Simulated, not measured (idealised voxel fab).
Herein follows the process module entitled voxel spacer lines.
The cross-section on display is named cut; it measures 280 nm wide, and its cells are 5 nm squares.
Just so we're on the same page, the cross-sections are grids of square cells, and they're listed out in bands top to bottom, each band one or more rows deep.
It is stipulated that each band's entry specify, in nanometres, the height of the top of the band and then that of its bottom, followed by the materials of the band in left-to-right sequence, each together with its width in nanometres. A single material marked by the word "throughout" is understood to fill the band from edge to edge; the word "blank" is understood to denote empty space.
Convention: height 0 is the level below which the wafer, as received, is all one material. The lowest band does not terminate at the bottom but continues downward, represented as "z 0 and below".
Width "30->40": first value at the band's top row of cells, second value at its bottom row, equal change from row to row.
When a step is marked "changes: none", none of the cells in the cross-section changed during that step.
Sealed-off cavities: empty space of 8 cells or more with no open way to the top, each as width x height at its distance from the left edge, in nm
Text after the settings on a step's line: the simulator's own remark on that step.
"overlay nm", when on a step's line for a step with a mask, measures how far to the right of its planned place the mask lay; a negative measure means to the left.
Planned step list for the process:
1: RECEIVE, material Si
2: CONFORMAL_DEP, material Al2O3, thk nm 5
3: DIRECTIONAL_DEP, material polySi, thk nm 10
4: DIRECTIONAL_DEP, material aC, thk nm 20
5: PATTERN, tone cover, mask id MANDREL, material resist, width nm 15, pitch nm 60, thk nm 30, overlay nm 0
6: DIRECTIONAL_ETCH, etch materials aC, depth nm 20
7: STRIP, etch materials resist
8: CONFORMAL_DEP, material SiO2, thk nm 15
9: DIRECTIONAL_ETCH, etch materials SiO2, depth nm 15
10: STRIP, etch materials aC
11: DIRECTIONAL_ETCH, etch materials polySi, depth nm 10
12: STRIP, etch materials SiO2
Cross-section, incoming material, after step 1:
* z 0 and below | Si throughout
* Sealed-off cavities: none
Run as planned - first of the two wafers cross-sectioned at the end of the module:
* z 15 to 5 | blank 55, polySi 15, blank 15, polySi 15, blank 15, polySi 15, blank 15, polySi 15, blank 15, polySi 15, blank 15, polySi 15, blank 60
* z 5 to 0 | Al2O3 throughout
* z 0 and below | Si throughout
* Sealed-off cavities: none
Same start, same plan as the first wafer - but one mistake in the run. Cross-section of the second of the two at the end of the module:
* z 15 to 5 | blank 70, polySi 15, blank 45, polySi 15, blank 45, polySi 15, blank 75
* z 5 to 0 | Al2O3 throughout
* z 0 and below | Si throughout
* Sealed-off cavities: none
Run error: step 5 changed vs plan, executed as PATTERN, tone open, mask id MANDREL, material resist, width nm 15, pitch nm 60, thk nm 30, overlay nm 0
The closing comparison, in cells, has the second wafer with more or fewer of some materials than the first: 18 fewer of polySi
